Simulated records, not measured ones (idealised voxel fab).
Process module, titled voxel capacitor over wiring
Displayed cross-section: cut, width of 190 nm, square cells sized 5 nm.
Bands, listed from the top down, are how a cross-section gets written in this document; the cross-section itself is a grid of square cells, and a band is one or more rows of them. This entry defines a band. It first specifies the height of the band's top and the height of its bottom in nm, and then specifies the band's materials from left to right, stating each material with its width in nm. The word "all across" identifies a single material that fills the band from edge to edge, while the word "air" identifies empty space. Heights are reckoned from 0. Under this level, the received wafer is all of one material. The bottommost band is open-ended downward, for example "top 0, no bottom". Read "30->40" as a graded width: first number on top, second number at the bottom, same change between each pair of neighbouring rows. Take "no modification" at face value: in the step it is given for, the cross-section changed in none of its cells. "Closed internal cavities" - sealed voids, min. 8 cells, no opening to top; format: width x height at distance (distance from left edge; nm throughout). Where a step's line continues beyond its settings, the continuation is a remark by the simulator itself on that step. You can add "overlay nm" to a step's line. For a step with a mask, it describes how far the mask lay to the right of its planned position, and a negative number describes a lay to the left.

Process steps (planned)
1) RECEIVE [material Si]
2) CONFORMAL_DEP [material SiO2] [thk nm 10]
3) CONFORMAL_DEP [material SiCN] [thk nm 5]
4) DIRECTIONAL_DEP [material SiO2] [thk nm 20]
5) MASKED_ETCH [tone open] [mask id METAL_1] [width nm 25] [pitch nm 75] [etch materials SiO2] [depth nm 20] [overlay nm 0]
6) MASKED_ETCH [tone open] [mask id METAL_1] [width nm 25] [pitch nm 75] [etch materials SiCN] [depth nm 5] [overlay nm 0]
7) CONFORMAL_DEP [material TiN] [thk nm 5]
8) FILL_DEP [material Ru] [thk nm 10]
9) CMP [height nm 35]
10) CONFORMAL_DEP [material SiCN] [thk nm 5]
11) DIRECTIONAL_DEP [material SiO2] [thk nm 20]
12) PATTERN [tone open] [mask id PLUG_1] [material resist] [width nm 15] [thk nm 15] [overlay nm 0]
13) DIRECTIONAL_ETCH [etch materials SiO2] [depth nm 20]
14) DIRECTIONAL_ETCH [etch materials SiCN] [depth nm 5]
15) STRIP [etch materials resist]
16) EPI [material Ru] [thk nm 10]
17) EPI [material Ru] [thk nm 10]
18) EPI [material Ru] [thk nm 5]
19) DIRECTIONAL_DEP [material TiN] [thk nm 5]
20) DIRECTIONAL_DEP [material SiN] [thk nm 5]
21) DIRECTIONAL_DEP [material TiN] [thk nm 10]
22) DIRECTIONAL_DEP [material aC] [thk nm 10]
23) PATTERN [tone cover] [mask id UPPER_PLATE] [material resist] [width nm 55] [thk nm 30] [overlay nm 0]
24) DIRECTIONAL_ETCH [etch materials aC] [depth nm 10]
25) STRIP [etch materials resist]
26) DIRECTIONAL_ETCH [etch materials TiN] [depth nm 10]
27) DIRECTIONAL_ETCH [etch materials SiN] [depth nm 5]
28) STRIP [etch materials aC]
29) DIRECTIONAL_DEP [material aC] [thk nm 10]
30) PATTERN [tone cover] [mask id LOWER_PLATE] [material resist] [width nm 65] [thk nm 30] [overlay nm 0]
31) DIRECTIONAL_ETCH [etch materials aC] [depth nm 10]
32) STRIP [etch materials resist]
33) DIRECTIONAL_ETCH [etch materials TiN] [depth nm 5]
34) STRIP [etch materials aC]
35) FILL_DEP [material SiO2] [thk nm 20]
36) CMP [height nm 95]
37) MASKED_ETCH [tone open] [mask id PLUG_2] [width nm 15] [etch materials SiO2] [depth nm 15] [overlay nm 0]
38) CONFORMAL_DEP [material TiN] [thk nm 5]
39) FILL_DEP [material Ru] [thk nm 5]
40) CMP [height nm 95]
41) CONFORMAL_DEP [material SiN] [thk nm 5]

So this is the incoming wafer in cross-section - it's already been through step 1
	top 0, no bottom  Si all across
	Closed internal cavities: none

Cross-section: first of two wafers, module finished, run according to plan
	top 100, bottom 95  SiN all across
	top 95, bottom 85  65 SiO2 / 5 TiN / 5 Ru / 5 TiN / 110 SiO2
	top 85, bottom 80  65 SiO2 / 15 TiN / 110 SiO2
	top 80, bottom 70  55 SiO2 / 55 TiN / 80 SiO2
	top 70, bottom 65  55 SiO2 / 55 SiN / 80 SiO2
	top 65, bottom 60  50 SiO2 / 65 TiN / 75 SiO2
	top 60, bottom 40  55 SiO2 / 15 Ru / 120 SiO2
	top 40, bottom 35  55 SiCN / 15 Ru / 120 SiCN
	top 35, bottom 15  45 SiO2 / 5 TiN / 15 Ru / 5 TiN / 50 SiO2 / 5 TiN / 15 Ru / 5 TiN / 45 SiO2
	top 15, bottom 10  45 SiCN / 25 TiN / 50 SiCN / 25 TiN / 45 SiCN
	top 10, bottom 0  SiO2 all across
	top 0, no bottom  Si all across
	Closed internal cavities: none

Cross-sectional image of the second wafer of the two following completion of the module. Starting state and process plan were the same as for the first wafer; one execution error occurred
	top 100, bottom 95  SiN all across
	top 95, bottom 85  65 SiO2 / 5 TiN / 5 Ru / 5 TiN / 110 SiO2
	top 85, bottom 80  65 SiO2 / 15 TiN / 110 SiO2
	top 80, bottom 70  55 SiO2 / 15 TiN / 25 SiO2 / 15 TiN / 80 SiO2
	top 70, bottom 65  55 SiO2 / 15 SiN / 25 SiO2 / 15 SiN / 80 SiO2
	top 65, bottom 60  50 SiO2 / 20 TiN / 25 SiO2 / 20 TiN / 75 SiO2
	top 60, bottom 55  20 SiO2 / 35 Ru / 40 SiO2 / 75 Ru / 20 SiO2
	top 55, bottom 45  20 SiO2 / 35 Ru / 15 SiO2 / 25 TiN / 75 Ru / 20 SiO2
	top 45, bottom 40  20 SiO2 / 35 Ru / 15 SiO2 / 25 SiN / 75 Ru / 20 SiO2
	top 40, bottom 35  20 SiO2 / 35 Ru / 15 SiCN / 25 TiN / 75 Ru / 20 SiO2
	top 35, bottom 15  45 SiO2 / 5 TiN / 15 Ru / 5 TiN / 50 SiO2 / 5 TiN / 15 Ru / 5 TiN / 45 SiO2
	top 15, bottom 10  45 SiCN / 25 TiN / 50 SiCN / 25 TiN / 45 SiCN
	top 10, bottom 0  SiO2 all across
	top 0, no bottom  Si all across
	Closed internal cavities: none
Against the plan, the run slipped here: step 12 was processed under conditions differing from the plan, specifically as PATTERN [tone cover] [mask id PLUG_1] [material resist] [width nm 15] [thk nm 15] [overlay nm 0]
Count the cells at the end and the second wafer has more or fewer of some materials than the first: Ru +95 | SiCN -32 | SiO2 -63
